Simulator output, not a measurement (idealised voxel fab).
You're looking at the process module voxel ribs on slabs.
Shown is cross-section cut, with a width of 285 nm and square cells of size 5 nm.
Cross-sections here: square-cell grids, written as top-down lists of bands, a band being one or more rows of cells.
Quick guide to a band line: top height, bottom height (nm) up front; then every material left to right with its width in nm. Only one material and it's marked "edge to edge"? Then it fills the band edge to edge. And "air" just means empty space.
Heights from 0 (as-received wafer is one material below). Bottom band endless downward, as "from 0 down".
Top row gets the first number, bottom row gets the second, and each row in between changes by the same step: that is how a band width like "30 to 40" works.
Basically "no alteration" means that step didn't change any cell in the cross-section.
Listed in "Completely enclosed voids": every empty space of 8 or more cells without an open way to the top. Form: width x height at distance, the distance being from the left edge, all in nm.
Whatever follows a step's settings on its line is a remark the simulator itself makes about that step.
For masked steps, "overlay nm" on the step line gives how far right of plan the mask actually lay; a minus sign means it lay to the left.
So here's the lineup of process steps we planned
- 1: RECEIVE | material Si
- 2: DIRECTIONAL_DEP | material SiO2 | thk nm 30
- 3: DIRECTIONAL_DEP | material SiN | thk nm 15
- 4: PATTERN | tone cover | mask id RIB | material resist | width nm 25 | thk nm 20 | overlay nm 0
- 5: DIRECTIONAL_ETCH | etch materials SiN | depth nm 5
- 6: STRIP | etch materials resist
- 7: MASKED_ETCH | tone cover | mask id SLAB | width nm 55 | etch materials SiN | depth nm 10 | overlay nm 0
- 8: FILL_DEP | material SiO2 | thk nm 20
- 9: CMP | height nm 55
- 10: DIRECTIONAL_DEP | material W | thk nm 10
- 11: MASKED_ETCH | tone cover | mask id HEATER | width nm 35 | etch materials W | depth nm 10 | overlay nm 0
- 12: CONFORMAL_DEP | material SiO2 | thk nm 5
So this is the incoming wafer in cross-section - it's already been through step 1
    from 0 down  Si edge to edge
    Completely enclosed voids: none
Wafer cross-section at end of module: start and plan as shown above, one execution error
    from 70 to 65  130 of air, then 45 of SiO2, then 110 of air
    from 65 to 60  130 of air, then 5 of SiO2, then 35 of W, then 5 of SiO2, then 110 of air
    from 60 to 55  135 of SiO2, then 35 of W, then 115 of SiO2
    from 55 to 45  SiO2 edge to edge
    from 45 to 40  130 of SiO2, then 25 of SiN, then 130 of SiO2
    from 40 to 30  115 of SiO2, then 55 of SiN, then 115 of SiO2
    from 30 to 0  SiO2 edge to edge
    from 0 down  Si edge to edge
    Completely enclosed voids: none
What was the processing mistake? step 11 went in with a setting other than planned; the actual run was MASKED_ETCH | tone cover | mask id HEATER | width nm 35 | etch materials W | depth nm 10 | overlay nm 10
